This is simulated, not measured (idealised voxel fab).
Module name: voxel ribs on slabs (process module)
Square cells of 5 nm make up the cross-section cut, whose width is 235 nm.
This document writes a cross-section as a grid whose cells are square, and gives it as bands, listed from the top down; one or more rows of cells form a band.
In this notation a band is specified by the heights of its top and bottom, in that order and in nm, after which its materials appear from left to right, each paired with its width in nm. The word "edge to edge" attached to a single material means that material fills the band from edge to edge; the word "air" stands for empty space.
Note: height 0 marks the level under which the wafer is uniformly one material as received. Lowest band unbounded below, written "0 down".
You'd read "30 to 40" like this: the band's top row of cells is as wide as the first number, its bottom row is as wide as the second, and going down, every row changes width by the same amount as the row before did.
"everything unchanged" (step): cross-section cells unchanged, all of them.
Look at "Closed void table" for the closed voids: empty spaces with no open path to the top, sized 8 cells or up. Each is width x height at distance, distance from the left edge, all nm.
On a step's line, text after the settings is the simulator commenting on that step.
Among the settings permitted on a step's line is "overlay nm"; applied to a step with a mask, it specifies the extent to which the mask lay to the right of its planned position, whereas a negative figure signifies a position to the left.

Intended process steps:
| 1 | RECEIVE: material Si |
| 2 | DIRECTIONAL_DEP: material SiO2, thk nm 20 |
| 3 | DIRECTIONAL_DEP: material polySi, thk nm 15 |
| 4 | DIRECTIONAL_DEP: material aC, thk nm 15 |
| 5 | PATTERN: tone cover, mask id RIB, material resist, width nm 30, thk nm 30, overlay nm 0 |
| 6 | DIRECTIONAL_ETCH: etch materials aC, depth nm 15 |
| 7 | STRIP: etch materials resist |
| 8 | DIRECTIONAL_ETCH: etch materials polySi, depth nm 5 |
| 9 | STRIP: etch materials aC |
| 10 | MASKED_ETCH: tone cover, mask id SLAB, width nm 80, etch materials polySi, depth nm 10, overlay nm 0 |
| 11 | FILL_DEP: material SiO2, thk nm 30 |
| 12 | CMP: height nm 55 |
| 13 | DIRECTIONAL_DEP: material W, thk nm 5 |
| 14 | DIRECTIONAL_DEP: material aC, thk nm 15 |
| 15 | PATTERN: tone cover, mask id HEATER, material resist, width nm 40, thk nm 30, overlay nm 0 |
| 16 | DIRECTIONAL_ETCH: etch materials aC, depth nm 15 |
| 17 | STRIP: etch materials resist |
| 18 | DIRECTIONAL_ETCH: etch materials W, depth nm 5 |
| 19 | STRIP: etch materials aC |
| 20 | CONFORMAL_DEP: material SiO2, thk nm 5 |

The first of the two wafers, which ran as planned:

Wafer at receipt (post step 1), cross-section:
	0 down = Si edge to edge
	Closed void table: none

The wafer in cross-section once step 2 is complete:
	20 to 0 = SiO2 edge to edge
	Rest of section, below 0: as before.

The wafer in cross-section once step 3 is complete:
	35 to 20 = polySi edge to edge
	Rest of section, below 20: as before.

The wafer in cross-section once step 4 is complete:
	50 to 35 = aC edge to edge
	Rest of section, below 35: as before.

The wafer in cross-section once step 5 is complete:
	80 to 50 = air 100 nm  resist 30 nm  air 105 nm
	Rest of section, below 50: as before.

The wafer in cross-section once step 6 is complete:
	65 to 50 = air 100 nm  resist 30 nm  air 105 nm
	50 to 35 = air 100 nm  aC 30 nm  air 105 nm
	Rest of section, below 35: as before.

The wafer in cross-section once step 7 is complete:
	50 to 35 = air 100 nm  aC 30 nm  air 105 nm
	Rest of section, below 35: as before.

The wafer in cross-section once step 8 is complete:
	50 to 35 = air 100 nm  aC 30 nm  air 105 nm
	35 to 30 = air 100 nm  polySi 30 nm  air 105 nm
	Rest of section, below 30: as before.

The wafer in cross-section once step 9 is complete:
	35 to 30 = air 100 nm  polySi 30 nm  air 105 nm
	Rest of section, below 30: as before.

The wafer in cross-section once step 10 is complete:
	35 to 30 = air 100 nm  polySi 30 nm  air 105 nm
	30 to 20 = air 75 nm  polySi 80 nm  air 80 nm
	Rest of section, below 20: as before.

The wafer in cross-section once step 11 is complete:
	65 to 35 = SiO2 edge to edge
	35 to 30 = SiO2 100 nm  polySi 30 nm  SiO2 105 nm
	30 to 20 = SiO2 75 nm  polySi 80 nm  SiO2 80 nm
	Rest of section, below 20: as before.

The wafer in cross-section once step 12 is complete:
	55 to 35 = SiO2 edge to edge
	Rest of section, below 35: as before.

The wafer in cross-section once step 13 is complete:
	60 to 55 = W edge to edge
	Rest of section, below 55: as before.

The wafer in cross-section once step 14 is complete:
	75 to 60 = aC edge to edge
	Rest of section, below 60: as before.

The wafer in cross-section once step 15 is complete:
	105 to 75 = air 95 nm  resist 40 nm  air 100 nm
	Rest of section, below 75: as before.

The wafer in cross-section once step 16 is complete:
	90 to 75 = air 95 nm  resist 40 nm  air 100 nm
	75 to 60 = air 95 nm  aC 40 nm  air 100 nm
	Rest of section, below 60: as before.

The wafer in cross-section once step 17 is complete:
	75 to 60 = air 95 nm  aC 40 nm  air 100 nm
	Rest of section, below 60: as before.

The wafer in cross-section once step 18 is complete:
	75 to 60 = air 95 nm  aC 40 nm  air 100 nm
	60 to 55 = air 95 nm  W 40 nm  air 100 nm
	Rest of section, below 55: as before.

The wafer in cross-section once step 19 is complete:
	60 to 55 = air 95 nm  W 40 nm  air 100 nm
	Rest of section, below 55: as before.

The wafer in cross-section once step 20 is complete:
	65 to 60 = air 90 nm  SiO2 50 nm  air 95 nm
	60 to 55 = SiO2 95 nm  W 40 nm  SiO2 100 nm
	Rest of section, below 55: as before.

Second wafer, same starting state and plan as the first, one mistake in the run, identical through step 4:

Cross-sectional representation of the second wafer at the time designated in the plan for the completion of step 5:
	80 to 50 = air 105 nm  resist 25 nm  air 105 nm
	Rest of section, below 50: as before.

Cross-sectional representation of the second wafer at the time designated in the plan for the completion of step 6:
	65 to 50 = air 105 nm  resist 25 nm  air 105 nm
	50 to 35 = air 105 nm  aC 25 nm  air 105 nm
	Rest of section, below 35: as before.

Cross-sectional representation of the second wafer at the time designated in the plan for the completion of step 7:
	50 to 35 = air 105 nm  aC 25 nm  air 105 nm
	Rest of section, below 35: as before.

Cross-sectional representation of the second wafer at the time designated in the plan for the completion of step 8:
	50 to 35 = air 105 nm  aC 25 nm  air 105 nm
	35 to 30 = air 105 nm  polySi 25 nm  air 105 nm
	Rest of section, below 30: as before.

Cross-sectional representation of the second wafer at the time designated in the plan for the completion of step 9:
	35 to 30 = air 105 nm  polySi 25 nm  air 105 nm
	Rest of section, below 30: as before.

Cross-sectional representation of the second wafer at the time designated in the plan for the completion of step 10:
	35 to 30 = air 105 nm  polySi 25 nm  air 105 nm
	30 to 20 = air 75 nm  polySi 80 nm  air 80 nm
	Rest of section, below 20: as before.

Cross-sectional representation of the second wafer at the time designated in the plan for the completion of step 11:
	65 to 35 = SiO2 edge to edge
	35 to 30 = SiO2 105 nm  polySi 25 nm  SiO2 105 nm
	30 to 20 = SiO2 75 nm  polySi 80 nm  SiO2 80 nm
	Rest of section, below 20: as before.

Cross-sectional representation of the second wafer at the time designated in the plan for the completion of step 12:
	55 to 35 = SiO2 edge to edge
	Rest of section, below 35: as before.

Cross-sectional representation of the second wafer at the time designated in the plan for the completion of step 13:
	60 to 55 = W edge to edge
	Rest of section, below 55: as before.

Cross-sectional representation of the second wafer at the time designated in the plan for the completion of step 14:
	75 to 60 = aC edge to edge
	Rest of section, below 60: as before.

Cross-sectional representation of the second wafer at the time designated in the plan for the completion of step 15:
	105 to 75 = air 95 nm  resist 40 nm  air 100 nm
	Rest of section, below 75: as before.

Cross-sectional representation of the second wafer at the time designated in the plan for the completion of step 16:
	90 to 75 = air 95 nm  resist 40 nm  air 100 nm
	75 to 60 = air 95 nm  aC 40 nm  air 100 nm
	Rest of section, below 60: as before.

Cross-sectional representation of the second wafer at the time designated in the plan for the completion of step 17:
	75 to 60 = air 95 nm  aC 40 nm  air 100 nm
	Rest of section, below 60: as before.

Cross-sectional representation of the second wafer at the time designated in the plan for the completion of step 18:
	75 to 60 = air 95 nm  aC 40 nm  air 100 nm
	60 to 55 = air 95 nm  W 40 nm  air 100 nm
	Rest of section, below 55: as before.

Cross-sectional representation of the second wafer at the time designated in the plan for the completion of step 19:
	60 to 55 = air 95 nm  W 40 nm  air 100 nm
	Rest of section, below 55: as before.

Cross-sectional representation of the second wafer at the time designated in the plan for the completion of step 20:
	65 to 60 = air 90 nm  SiO2 50 nm  air 95 nm
	60 to 55 = SiO2 95 nm  W 40 nm  SiO2 100 nm
	Rest of section, below 55: as before.
Want to know what went wrong? step 5 went in with a setting other than planned; the actual run was PATTERN: tone cover, mask id RIB, material resist, width nm 25, thk nm 30, overlay nm 0
The closing comparison, in cells, has the second wafer with more or fewer of some materials than the first: +1 SiO2 | -1 polySi
